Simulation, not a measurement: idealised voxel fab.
Title: Process Module voxel wiring stack
The width of the displayed cross-section, cut, is 270 nm; its cells are square, with a size of 5 nm.
Cross-sections here: square-cell grids, written as top-down lists of bands, a band being one or more rows of cells.
Read a band's entry like this: the first values are the height of its top and the height of its bottom in nm, and what follows is the sequence of materials from left to right, each with its width in nm. Note that "blank" is empty space, and that a single material marked "edge to edge" reaches across the band from edge to edge.
Height 0 is the level under which the wafer as received is all one material. The lowest band goes on downwards, as in "0 down".
Width spec "30->40" -> top row of cells at first value, bottom row at second value, equal per-row change in between.
"no alterations made" -> step changed no cross-section cell.
Voids not open to the top, 8 cells minimum: see "Enclosed void catalog". Written width x height at distance; distance is from the left edge; nm.
Formally, on a step line, whatever follows the settings is a remark that the simulator itself makes on the step.
The optional step-line setting "overlay nm" applies to steps with a mask and quantifies how far to the right of its planned location the mask lay, a negative value indicating leftward placement.
## The process steps that were planned are listed below
step 1: RECEIVE | material Si
step 2: CONFORMAL_DEP | material SiO2 | thk nm 15
step 3: CONFORMAL_DEP | material SiN | thk nm 5
step 4: DIRECTIONAL_DEP | material SiO2 | thk nm 20
step 5: DIRECTIONAL_DEP | material aC | thk nm 10
step 6: PATTERN | tone open | mask id METAL_1 | material resist | width nm 30 | pitch nm 55 | thk nm 30 | overlay nm 0
step 7: DIRECTIONAL_ETCH | etch materials aC | depth nm 10
step 8: STRIP | etch materials resist
step 9: DIRECTIONAL_ETCH | etch materials SiO2 | depth nm 20
step 10: DIRECTIONAL_ETCH | etch materials SiN | depth nm 5
step 11: STRIP | etch materials aC
step 12: CONFORMAL_DEP | material TiN | thk nm 5
step 13: FILL_DEP | material Cu | thk nm 10
step 14: CMP | height nm 40
step 15: CONFORMAL_DEP | material SiCN | thk nm 5
step 16: DIRECTIONAL_DEP | material lowk | thk nm 25
step 17: PATTERN | tone open | mask id METAL_2 | material resist | width nm 30 | pitch nm 55 | thk nm 15 | overlay nm 0
step 18: DIRECTIONAL_ETCH | etch materials lowk | depth nm 15
step 19: STRIP | etch materials resist
step 20: PATTERN | tone open | mask id METAL_2_HOLES | material resist | width nm 15 | pitch nm 110 | thk nm 15 | overlay nm 0
step 21: DIRECTIONAL_ETCH | etch materials lowk | depth nm 10
step 22: DIRECTIONAL_ETCH | etch materials SiCN | depth nm 5
step 23: STRIP | etch materials resist
step 24: CONFORMAL_DEP | material TiN | thk nm 5
step 25: FILL_DEP | material Ru | thk nm 10
step 26: CMP | height nm 70
step 27: CONFORMAL_DEP | material SiN | thk nm 5
## Cross-section of the wafer as it came to us, i.e., already through step 1
> 0 down  Si edge to edge
> Enclosed void catalog: none
## Module complete, cross-section. Starting point and plan per above. One mistake made in running the module
> 75 to 70  SiN edge to edge
> 70 to 60  65 lowk, 5 TiN, 20 Ru, 5 TiN, 25 lowk, 5 TiN, 20 Ru, 5 TiN, 25 lowk, 5 TiN, 20 Ru, 5 TiN, 65 lowk
> 60 to 55  65 lowk, 5 TiN, 5 Ru, 20 TiN, 25 lowk, 30 TiN, 25 lowk, 5 TiN, 5 Ru, 20 TiN, 65 lowk
> 55 to 45  65 lowk, 5 TiN, 5 Ru, 5 TiN, 95 lowk, 5 TiN, 5 Ru, 5 TiN, 80 lowk
> 45 to 40  65 SiCN, 15 TiN, 95 SiCN, 15 TiN, 80 SiCN
> 40 to 35  65 SiO2, 5 TiN, 20 Cu, 5 TiN, 25 SiO2, 5 TiN, 20 Cu, 5 TiN, 25 SiO2, 5 TiN, 20 Cu, 5 TiN, 65 SiO2
> 35 to 30  65 SiN, 30 TiN, 25 SiN, 30 TiN, 25 SiN, 30 TiN, 65 SiN
> 30 to 0  SiO2 edge to edge
> 0 down  Si edge to edge
> Enclosed void catalog: none
what went wrong: twice, step 2 of the plan was run
